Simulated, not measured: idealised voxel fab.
process module | voxel air gaps
For reference, the cross-section in this document is cut, with width 210 nm and square cells of 5 nm.
When this document writes out a cross-section, it uses a grid of square cells and lists it as bands, beginning at the top and moving down, with a band standing for one or more rows of cells. A band entry consists of two parts. The first gives the height of the band's top and the height of its bottom, in nm. The rest lists the band's materials from left to right, each with its width in nm. A single material labelled with the word "edge to edge" fills the band from edge to edge, and the word "empty" marks empty space. Heights from 0 (as-received wafer is one material below). Bottom band endless downward, as "z 0 and below". The two numbers in a width such as "30->40" mark its ends across the band: the first belongs to the top row of cells, the second to the bottom row, and from each row to the next the width moves by the same amount. What does "identical to before" mean for a step? It means no cell of the cross-section changed in that step. Empty spaces without an open route to the top, at least 8 cells in extent, make up the entry "Unvented cavities"; each is given as width x height at distance, where the distance is measured from the left edge, and all are in nm. Where a step's line continues beyond its settings, the continuation is a remark by the simulator itself on that step. overlay nm: where the mask lay relative to plan, measured to the right, on steps with a mask; negatives go left.
Below is the list of planned process steps:
step 1: RECEIVE, material Si
step 2: CONFORMAL_DEP, material SiO2, thk nm 10
step 3: CONFORMAL_DEP, material SiCN, thk nm 5
step 4: DIRECTIONAL_DEP, material SiO2, thk nm 35
step 5: PATTERN, tone open, mask id LINES, material resist, width nm 15, pitch nm 40, thk nm 15, overlay nm 0
step 6: DIRECTIONAL_ETCH, etch materials SiO2, depth nm 35
step 7: STRIP, etch materials resist
step 8: CONFORMAL_DEP, material TiN, thk nm 5
step 9: FILL_DEP, material Cu, thk nm 10
step 10: CMP, height nm 50
step 11: EPI, material Ru, thk nm 10
step 12: SELECTIVE_ETCH, etch materials SiO2, depth nm 45
step 13: CONFORMAL_DEP, material SiCN, thk nm 5
This is the cross-section of the wafer as we received it, i.e. after step 1:
- z 0 and below = Si edge to edge
- Unvented cavities: none
First of two wafers, end-of-module section, run followed plan:
- z 65 to 60 = empty: 40 | SiCN: 125 | empty: 45
- z 60 to 50 = empty: 40 | SiCN: 5 | Ru: 35 | SiCN: 5 | Ru: 35 | SiCN: 5 | Ru: 35 | SiCN: 5 | empty: 45
- z 50 to 45 = empty: 40 | SiCN: 15 | TiN: 5 | Cu: 5 | TiN: 5 | SiCN: 25 | TiN: 5 | Cu: 5 | TiN: 5 | SiCN: 25 | TiN: 5 | Cu: 5 | TiN: 5 | SiCN: 15 | empty: 45
- z 45 to 20 = empty: 50 | SiCN: 5 | TiN: 5 | Cu: 5 | TiN: 5 | SiCN: 5 | empty: 15 | SiCN: 5 | TiN: 5 | Cu: 5 | TiN: 5 | SiCN: 5 | empty: 15 | SiCN: 5 | TiN: 5 | Cu: 5 | TiN: 5 | SiCN: 5 | empty: 55
- z 20 to 15 = SiCN: 55 | TiN: 15 | SiCN: 25 | TiN: 15 | SiCN: 25 | TiN: 15 | SiCN: 60
- z 15 to 10 = SiCN edge to edge
- z 10 to 0 = SiO2 edge to edge
- z 0 and below = Si edge to edge
- Unvented cavities: 15 x 25 at 75; 15 x 25 at 115
So this is wafer number two of the two, cut at the end of the module - it started where the first did and had the same plan, we just got one thing wrong running it:
- z 65 to 60 = empty: 40 | SiCN: 130 | empty: 40
- z 60 to 50 = empty: 40 | SiCN: 5 | Ru: 120 | SiCN: 5 | empty: 40
- z 50 to 45 = empty: 40 | SiCN: 15 | TiN: 5 | Cu: 10 | TiN: 5 | SiO2: 20 | TiN: 5 | Cu: 10 | TiN: 5 | SiO2: 20 | TiN: 5 | Cu: 10 | TiN: 5 | SiCN: 15 | empty: 40
- z 45 to 20 = empty: 50 | SiCN: 5 | TiN: 5 | Cu: 10 | TiN: 5 | SiO2: 20 | TiN: 5 | Cu: 10 | TiN: 5 | SiO2: 20 | TiN: 5 | Cu: 10 | TiN: 5 | SiCN: 5 | empty: 50
- z 20 to 15 = SiCN: 55 | TiN: 20 | SiO2: 20 | TiN: 20 | SiO2: 20 | TiN: 20 | SiCN: 55
- z 15 to 10 = SiCN edge to edge
- z 10 to 0 = SiO2 edge to edge
- z 0 and below = Si edge to edge
- Unvented cavities: none
What was done differently from what was planned? in deviation from the planned setting, step 5 was conducted as PATTERN, tone open, mask id LINES, material resist, width nm 20, pitch nm 40, thk nm 15, overlay nm 0
Upon completion, the second wafer contains, in terms of cells, a greater or smaller amount of certain materials than the first wafer: 18 more of Cu; 6 more of Ru; 44 fewer of SiCN; 56 more of SiO2; 3 more of TiN
Final observation: first wafer, 2 closed voids; second wafer, 0 closed voids.
